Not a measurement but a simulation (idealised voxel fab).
Documented hereafter: the process module known as voxel self aligned contacts.
We display cut, a cross-section 285 nm in width whose square cells are each 5 nm.
Cross-section = grid of square cells, listed top down in bands; band = one or more rows. Top height, bottom height, nm. Materials left to right, width each, nm. Single material + "everywhere" = fills band edge to edge. "empty" = empty. The reference from which all heights are counted is 0, the level beneath which the as-received wafer is entirely one material; the lowest band, having no lower bound, proceeds downward and is written after the example "top 0, no bottom". Graded width ("30..40"): value in top row of band = first number; value in bottom row = second number; row-to-row change constant. "changes: none", as given for a step, is the statement that not any cell of the cross-section underwent a change during that step. "Sealed cavities": sealed empty spaces, 8 cells or more, no open way to top, listed width x height at distance, with distance from the left edge and width, height and distance in nm. Past the settings on a step's line: simulator remark, on that step. The setting "overlay nm" may be written on the line of a step. When the step uses a mask, the value reports how far to the right of the planned place the mask lay, and a negative value reports that it lay to the left. The remainder of this document consists of a sequence of paired cross-sections. Each pair presents the cross-section prior to one process step together with the cross-section following it, the latter being rendered only as deep as the lowest band that underwent change. The intervening step, together with its settings, is stated beneath each pair. Because the pairs may originate from different runs of this module on the same starting wafer, a given pair is to be read as continuing from the preceding pair only where its entry headed "Pre-step" so indicates.

### Pre-step
- top 70, bottom 60  aC 80 nm; empty 55 nm; aC 15 nm; empty 55 nm; aC 80 nm
- top 60, bottom 50  SiO2 everywhere
- top 50, bottom 30  SiN 70 nm; SiO2 5 nm; SiN 65 nm; SiO2 5 nm; SiN 65 nm; SiO2 5 nm; SiN 70 nm
- top 30, bottom 0  polySi everywhere
- top 0, bottom -5  SiO2 everywhere
- top -5, no bottom  Si everywhere
- Sealed cavities: none

### After the Step
- top 70, bottom 60  aC 80 nm; empty 55 nm; aC 15 nm; empty 55 nm; aC 80 nm
- top 60, bottom 50  SiO2 80 nm; empty 55 nm; SiO2 15 nm; empty 55 nm; SiO2 80 nm
- Rest of section, below 50: as before.
- Sealed cavities: none
For reference, the processing step occurring between the two cross-sections presented above is as follows: DIRECTIONAL_ETCH | etch materials SiO2 | depth nm 65

Pre-step: cross-section not repeated; it is the one shown after the step in the pair just above.

### After the Step
- top 60, bottom 50  SiO2 80 nm; empty 55 nm; SiO2 15 nm; empty 55 nm; SiO2 80 nm
- Rest of section, below 50: as before.
- Sealed cavities: none
For reference, the processing step occurring between the two cross-sections presented above is as follows: STRIP | etch materials aC

Pre-step: cross-section not repeated; it is the one shown after the step in the pair just above.

### After the Step
- top 65, bottom 60  TiN 85 nm; empty 45 nm; TiN 25 nm; empty 45 nm; TiN 85 nm
- top 60, bottom 55  SiO2 80 nm; TiN 5 nm; empty 45 nm; TiN 5 nm; SiO2 15 nm; TiN 5 nm; empty 45 nm; TiN 5 nm; SiO2 80 nm
- top 55, bottom 50  SiO2 80 nm; TiN 55 nm; SiO2 15 nm; TiN 55 nm; SiO2 80 nm
- Rest of section, below 50: as before.
- Sealed cavities: none
For reference, the processing step occurring between the two cross-sections presented above is as follows: CONFORMAL_DEP | material TiN | thk nm 5

Pre-step: cross-section not repeated; it is the one shown after the step in the pair just above.

### After the Step
- top 75, bottom 65  W everywhere
- top 65, bottom 60  TiN 85 nm; W 45 nm; TiN 25 nm; W 45 nm; TiN 85 nm
- top 60, bottom 55  SiO2 80 nm; TiN 5 nm; W 45 nm; TiN 5 nm; SiO2 15 nm; TiN 5 nm; W 45 nm; TiN 5 nm; SiO2 80 nm
- Rest of section, below 55: as before.
- Sealed cavities: none
For reference, the processing step occurring between the two cross-sections presented above is as follows: FILL_DEP | material W | thk nm 10

Pre-step: cross-section not repeated; it is the one shown after the step in the pair just above.

### After the Step
- top 60, bottom 55  SiO2 80 nm; TiN 5 nm; W 45 nm; TiN 5 nm; SiO2 15 nm; TiN 5 nm; W 45 nm; TiN 5 nm; SiO2 80 nm
- Rest of section, below 55: as before.
- Sealed cavities: none
For reference, the processing step occurring between the two cross-sections presented above is as follows: CMP | height nm 60

Pre-step: cross-section not repeated; it is the one shown after the step in the pair just above.

### After the Step
- top 65, bottom 60  SiN everywhere
- Rest of section, below 60: as before.
- Sealed cavities: none
For reference, the processing step occurring between the two cross-sections presented above is as follows: CONFORMAL_DEP | material SiN | thk nm 5
